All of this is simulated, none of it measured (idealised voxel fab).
voxel transistor to metal: a process module
The cross-section shown here is cut; it is 160 nm wide and divided into square cells measuring 5 nm on a side.
Cross-sections here: square-cell grids, written as top-down lists of bands, a band being one or more rows of cells.
Look at the band entry: it leads with the top's height and the bottom's height in nm. Then it lists the materials left to right, with a width in nm for each. The word "all across" on a single material says that material fills the band edge to edge. The word "air" is empty space.
Heights from 0 (as-received wafer is one material below). Bottom band endless downward, as "0 down".
It should be noted that a width expressed as "30 to 40" varies in equal increments from row to row of cells within the band, taking the value of the first number at the top row and that of the second number at the bottom row.
It should be understood that the words "everything unchanged", when stated for a given step, signify that the cross-section underwent no change in any of its cells during that step.
"Sealed-off cavities" means: voids of 8 cells or more that are shut off from the top with no open way through. Written width x height at distance, distance from the left edge, in nm.
Anything after a step's settings on that line? It's the simulator's own note about the step.
overlay nm: how far to the right of its planned place the mask lay on this masked step (negative: to the left).

**List of planned process steps**
1,RECEIVE [material Si]
2,CONFORMAL_DEP [material SiO2] [thk nm 5]
3,CONFORMAL_DEP [material SiN] [thk nm 15]
4,MASKED_ETCH [tone cover] [mask id ACTIVE] [width nm 125] [etch materials SiN] [depth nm 15] [overlay nm 0]
5,MASKED_ETCH [tone cover] [mask id ACTIVE] [width nm 125] [etch materials SiO2] [depth nm 5] [overlay nm 0]
6,MASKED_ETCH [tone cover] [mask id ACTIVE] [width nm 125] [etch materials Si] [depth nm 25] [overlay nm 0]
7,FILL_DEP [material SiO2] [thk nm 15]
8,CMP [height nm 20]
9,SELECTIVE_ETCH [etch materials SiO2] [depth nm 15]
10,STRIP [etch materials SiN]
11,SELECTIVE_ETCH [etch materials SiO2] [depth nm 5]
12,OXIDIZE [depth nm 5]
13,DIRECTIONAL_DEP [material polySi] [thk nm 30]
14,DIRECTIONAL_DEP [material SiCN] [thk nm 10]
15,DIRECTIONAL_DEP [material aC] [thk nm 10]
16,PATTERN [tone cover] [mask id GATE] [material resist] [width nm 25] [thk nm 25] [overlay nm 0]
17,DIRECTIONAL_ETCH [etch materials aC] [depth nm 10]
18,STRIP [etch materials resist]
19,DIRECTIONAL_ETCH [etch materials SiCN] [depth nm 20]
20,DIRECTIONAL_ETCH [etch materials polySi] [depth nm 40]
21,STRIP [etch materials aC]
22,CONFORMAL_DEP [material SiO2] [thk nm 5]
23,DIRECTIONAL_ETCH [etch materials SiO2] [depth nm 5]
24,CONFORMAL_DEP [material SiN] [thk nm 10]
25,DIRECTIONAL_ETCH [etch materials SiN] [depth nm 10]
26,DIRECTIONAL_ETCH [etch materials SiO2] [depth nm 5]
27,EPI [material pSi] [thk nm 5]
28,FILL_DEP [material SiO2] [thk nm 10]
29,CMP [height nm 30]
30,STRIP [etch materials polySi]
31,SELECTIVE_ETCH [etch materials SiO2] [depth nm 5]
32,CONFORMAL_DEP [material HfO2] [thk nm 5]
33,CONFORMAL_DEP [material TiN] [thk nm 5]
34,FILL_DEP [material W] [thk nm 5]
35,CMP [height nm 25]
36,DIRECTIONAL_DEP [material SiO2] [thk nm 10]
37,PATTERN [tone open] [mask id CONTACT] [material resist] [width nm 20] [pitch nm 85] [thk nm 20] [overlay nm 0]
38,DIRECTIONAL_ETCH [etch materials SiO2] [depth nm 35]
39,STRIP [etch materials resist]
40,CONFORMAL_DEP [material TiN] [thk nm 5]
41,FILL_DEP [material Ru] [thk nm 5]
42,CMP [height nm 35]
43,DIRECTIONAL_DEP [material TiN] [thk nm 5]
44,DIRECTIONAL_DEP [material W] [thk nm 25]
45,MASKED_ETCH [tone cover] [mask id METAL_1] [width nm 20] [pitch nm 85] [etch materials W] [depth nm 25] [overlay nm 0]
46,MASKED_ETCH [tone cover] [mask id METAL_1] [width nm 20] [pitch nm 85] [etch materials TiN] [depth nm 5] [overlay nm 0]
47,CONFORMAL_DEP [material SiCN] [thk nm 5]
48,FILL_DEP [material lowk] [thk nm 10]
49,CMP [height nm 65]
50,CONFORMAL_DEP [material SiCN] [thk nm 5]
51,DIRECTIONAL_DEP [material SiO2] [thk nm 25]
52,MASKED_ETCH [tone open] [mask id METAL_2] [width nm 20] [pitch nm 85] [etch materials SiO2] [depth nm 15] [overlay nm 0]
53,DIRECTIONAL_DEP [material aC] [thk nm 15]
54,PATTERN [tone open] [mask id METAL_2_HOLES] [material resist] [width nm 15] [pitch nm 85] [thk nm 30] [overlay nm 0]
55,DIRECTIONAL_ETCH [etch materials aC] [depth nm 15]
56,STRIP [etch materials resist]
57,DIRECTIONAL_ETCH [etch materials SiO2] [depth nm 10]
58,DIRECTIONAL_ETCH [etch materials SiCN] [depth nm 5]
59,STRIP [etch materials aC]
60,CONFORMAL_DEP [material TiN] [thk nm 5]
61,FILL_DEP [material Cu] [thk nm 5]
62,CMP [height nm 95]
63,CONFORMAL_DEP [material SiCN] [thk nm 5]
Split variable: thk nm, step 63. Plan value = first wafer. Wafers start alike.

**Cross-section, first of several wafers, as delivered after step 1**
  0 down: Si all across
  Sealed-off cavities: none

**So in this table every wafer gets its own row, and what you see is where it stands at the end of the module: for each material, how many cells it picked up (+) or gave up (-) since we received it, and after that its closed voids**
thk nm 5 | +14 Cu | +17 HfO2 | +24 Ru | -60 Si | +102 SiCN | +20 SiN | +274 SiO2 | +81 TiN | +52 W | +100 lowk | +16 pSi | Sealed-off cavities: none
thk nm 10 | +14 Cu | +17 HfO2 | +24 Ru | -60 Si | +134 SiCN | +20 SiN | +274 SiO2 | +81 TiN | +52 W | +100 lowk | +16 pSi | Sealed-off cavities: none
thk nm 15 | +14 Cu | +17 HfO2 | +24 Ru | -60 Si | +166 SiCN | +20 SiN | +274 SiO2 | +81 TiN | +52 W | +100 lowk | +16 pSi | Sealed-off cavities: none
thk nm 20 | +14 Cu | +17 HfO2 | +24 Ru | -60 Si | +198 SiCN | +20 SiN | +274 SiO2 | +81 TiN | +52 W | +100 lowk | +16 pSi | Sealed-off cavities: none
